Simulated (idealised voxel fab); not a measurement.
Process module heading - voxel wiring stack
This is section cut - it's 165 nm across, gridded in 5 nm square cells.
Cross-sections here: square-cell grids, written as top-down lists of bands, a band being one or more rows of cells.
In this notation a band is specified by the heights of its top and bottom, in that order and in nm, after which its materials appear from left to right, each paired with its width in nm. The word "everywhere" attached to a single material means that material fills the band from edge to edge; the word "air" stands for empty space.
Height is counted from the level 0, under which the received wafer is composed throughout of one material. The lowest of the bands is not closed at the bottom but continues downward, in the notation "0 and below".
Note: "30 to 40" means the width goes from the first number (top row of the band) to the second number (bottom row) in equal steps per row of cells.
When a step is marked "remains unaltered", none of the cells in the cross-section changed during that step.
"Enclosed empty spaces" enumerates empty spaces isolated from the top, with no open way to it, that contain at least 8 cells, giving each as width x height at distance from the left edge, all three in nm.
Whatever follows a step's settings on its line is a remark the simulator itself makes about that step.
What "overlay nm" on a step's line means: if the step has a mask, that mask lay this far to the right of its planned place, or, when the value is negative, to the left.
### Here's what the planned process steps look like
1 op RECEIVE | material Si
2 op CONFORMAL_DEP | material SiO2 | thk nm 10
3 op CONFORMAL_DEP | material SiCN | thk nm 5
4 op DIRECTIONAL_DEP | material SiO2 | thk nm 25
5 op DIRECTIONAL_DEP | material aC | thk nm 10
6 op PATTERN | tone open | mask id METAL_1 | material resist | width nm 30 | pitch nm 45 | thk nm 25 | overlay nm 0
7 op DIRECTIONAL_ETCH | etch materials aC | depth nm 10
8 op STRIP | etch materials resist
9 op DIRECTIONAL_ETCH | etch materials SiO2 | depth nm 25
10 op DIRECTIONAL_ETCH | etch materials SiCN | depth nm 5
11 op STRIP | etch materials aC
12 op CONFORMAL_DEP | material TiN | thk nm 5
13 op FILL_DEP | material W | thk nm 5
14 op CMP | height nm 40
15 op CONFORMAL_DEP | material SiCN | thk nm 5
16 op DIRECTIONAL_DEP | material lowk | thk nm 15
17 op DIRECTIONAL_DEP | material aC | thk nm 15
18 op PATTERN | tone open | mask id PLUG_1 | material resist | width nm 15 | pitch nm 90 | thk nm 35 | overlay nm 0
19 op DIRECTIONAL_ETCH | etch materials aC | depth nm 15
20 op STRIP | etch materials resist
21 op DIRECTIONAL_ETCH | etch materials lowk | depth nm 15
22 op DIRECTIONAL_ETCH | etch materials SiCN | depth nm 5
23 op STRIP | etch materials aC
24 op EPI | material Ru | thk nm 10
25 op EPI | material Ru | thk nm 10
26 op DIRECTIONAL_DEP | material TiN | thk nm 5
27 op DIRECTIONAL_DEP | material W | thk nm 25
28 op MASKED_ETCH | tone cover | mask id METAL_2 | width nm 20 | pitch nm 45 | etch materials W | depth nm 25 | overlay nm 0
29 op MASKED_ETCH | tone cover | mask id METAL_2 | width nm 30 | pitch nm 45 | etch materials TiN | depth nm 5 | overlay nm 0
30 op CONFORMAL_DEP | material SiCN | thk nm 5
31 op FILL_DEP | material SiO2 | thk nm 5
32 op CMP | height nm 90
33 op CONFORMAL_DEP | material SiCN | thk nm 5
34 op DIRECTIONAL_DEP | material lowk | thk nm 25
35 op DIRECTIONAL_DEP | material aC | thk nm 15
36 op PATTERN | tone open | mask id METAL_3_HOLES | material resist | width nm 15 | pitch nm 45 | thk nm 35 | overlay nm 0
37 op DIRECTIONAL_ETCH | etch materials aC | depth nm 15
38 op STRIP | etch materials resist
39 op DIRECTIONAL_ETCH | etch materials lowk | depth nm 25
40 op STRIP | etch materials aC
41 op PATTERN | tone open | mask id METAL_3 | material resist | width nm 30 | pitch nm 45 | thk nm 15 | overlay nm 0
42 op DIRECTIONAL_ETCH | etch materials lowk | depth nm 15
43 op DIRECTIONAL_ETCH | etch materials SiCN | depth nm 5
44 op STRIP | etch materials resist
45 op CONFORMAL_DEP | material TiN | thk nm 5
46 op FILL_DEP | material Cu | thk nm 5
47 op CMP | height nm 120
48 op CONFORMAL_DEP | material SiCN | thk nm 5
Every wafer here starts from the same state; it is the step 28 width nm that distinguishes them, and the value the plan gives belongs to the first wafer.
### Sectional view: first of several wafers, as received, after step 1
* 0 and below | Si everywhere
* Enclosed empty spaces: none
### first wafer at the end, after step 48
* 125 down to 120 | SiCN everywhere
* 120 down to 110 | lowk 20; TiN 5; Cu 20; TiN 5; lowk 15; TiN 5; Cu 20; TiN 5; lowk 15; TiN 5; Cu 20; TiN 5; lowk 25
* 110 down to 105 | lowk 20; TiN 5; Cu 5; TiN 20; lowk 15; TiN 5; Cu 5; TiN 20; lowk 15; TiN 5; Cu 5; TiN 20; lowk 25
* 105 down to 95 | lowk 20; TiN 5; Cu 5; TiN 5; lowk 30; TiN 5; Cu 5; TiN 5; lowk 30; TiN 5; Cu 5; TiN 5; lowk 40
* 95 down to 90 | SiCN 20; TiN 15; SiCN 30; TiN 15; SiCN 30; TiN 15; SiCN 40
* 90 down to 70 | SiO2 20; SiCN 5; W 20; SiCN 5; SiO2 15; SiCN 5; W 20; SiCN 5; SiO2 15; SiCN 5; W 20; SiCN 5; SiO2 25
* 70 down to 65 | SiO2 15; SiCN 10; W 20; SiCN 10; SiO2 5; SiCN 10; W 20; SiCN 10; SiO2 5; SiCN 10; W 20; SiCN 10; SiO2 20
* 65 down to 60 | SiCN 20; TiN 30; SiCN 15; TiN 30; SiCN 15; TiN 30; SiCN 25
* 60 down to 45 | lowk 20; Ru 15; lowk 75; Ru 15; lowk 40
* 45 down to 40 | SiCN 20; Ru 15; SiCN 75; Ru 15; SiCN 40
* 40 down to 15 | SiO2 20; TiN 5; W 20; TiN 5; SiO2 15; TiN 5; W 20; TiN 5; SiO2 15; TiN 5; W 20; TiN 5; SiO2 25
* 15 down to 10 | SiCN 20; TiN 30; SiCN 15; TiN 30; SiCN 15; TiN 30; SiCN 25
* 10 down to 0 | SiO2 everywhere
* 0 and below | Si everywhere
* Enclosed empty spaces: none
### Final wafer cross-section at module end
* 125 down to 120 | SiCN everywhere
* 120 down to 110 | lowk 20; TiN 5; Cu 20; TiN 5; lowk 15; TiN 5; Cu 20; TiN 5; lowk 15; TiN 5; Cu 20; TiN 5; lowk 25
* 110 down to 105 | lowk 20; TiN 5; Cu 5; TiN 20; lowk 15; TiN 5; Cu 5; TiN 20; lowk 15; TiN 5; Cu 5; TiN 20; lowk 25
* 105 down to 95 | lowk 20; TiN 5; Cu 5; TiN 5; lowk 30; TiN 5; Cu 5; TiN 5; lowk 30; TiN 5; Cu 5; TiN 5; lowk 40
* 95 down to 90 | SiCN 20; TiN 15; SiCN 30; TiN 15; SiCN 30; TiN 15; SiCN 40
* 90 down to 65 | SiO2 15; SiCN 5; W 30; SiCN 5; SiO2 5; SiCN 5; W 30; SiCN 5; SiO2 5; SiCN 5; W 30; SiCN 5; SiO2 20
* 65 down to 60 | SiCN 20; TiN 30; SiCN 15; TiN 30; SiCN 15; TiN 30; SiCN 25
* 60 down to 45 | lowk 20; Ru 15; lowk 75; Ru 15; lowk 40
* 45 down to 40 | SiCN 20; Ru 15; SiCN 75; Ru 15; SiCN 40
* 40 down to 15 | SiO2 20; TiN 5; W 20; TiN 5; SiO2 15; TiN 5; W 20; TiN 5; SiO2 15; TiN 5; W 20; TiN 5; SiO2 25
* 15 down to 10 | SiCN 20; TiN 30; SiCN 15; TiN 30; SiCN 15; TiN 30; SiCN 25
* 10 down to 0 | SiO2 everywhere
* 0 and below | Si everywhere
* Enclosed empty spaces: none
### Wafer rows, end of module: cells per material gained (+) or lost (-) since receipt; closed voids last
width nm 20, +33 Cu, +24 Ru, +150 SiCN, +210 SiO2, +114 TiN, +120 W, +174 lowk, Enclosed empty spaces: none
width nm 25, +33 Cu, +24 Ru, +147 SiCN, +198 SiO2, +114 TiN, +135 W, +174 lowk, Enclosed empty spaces: none
width nm 30, +33 Cu, +24 Ru, +144 SiCN, +186 SiO2, +114 TiN, +150 W, +174 lowk, Enclosed empty spaces: none
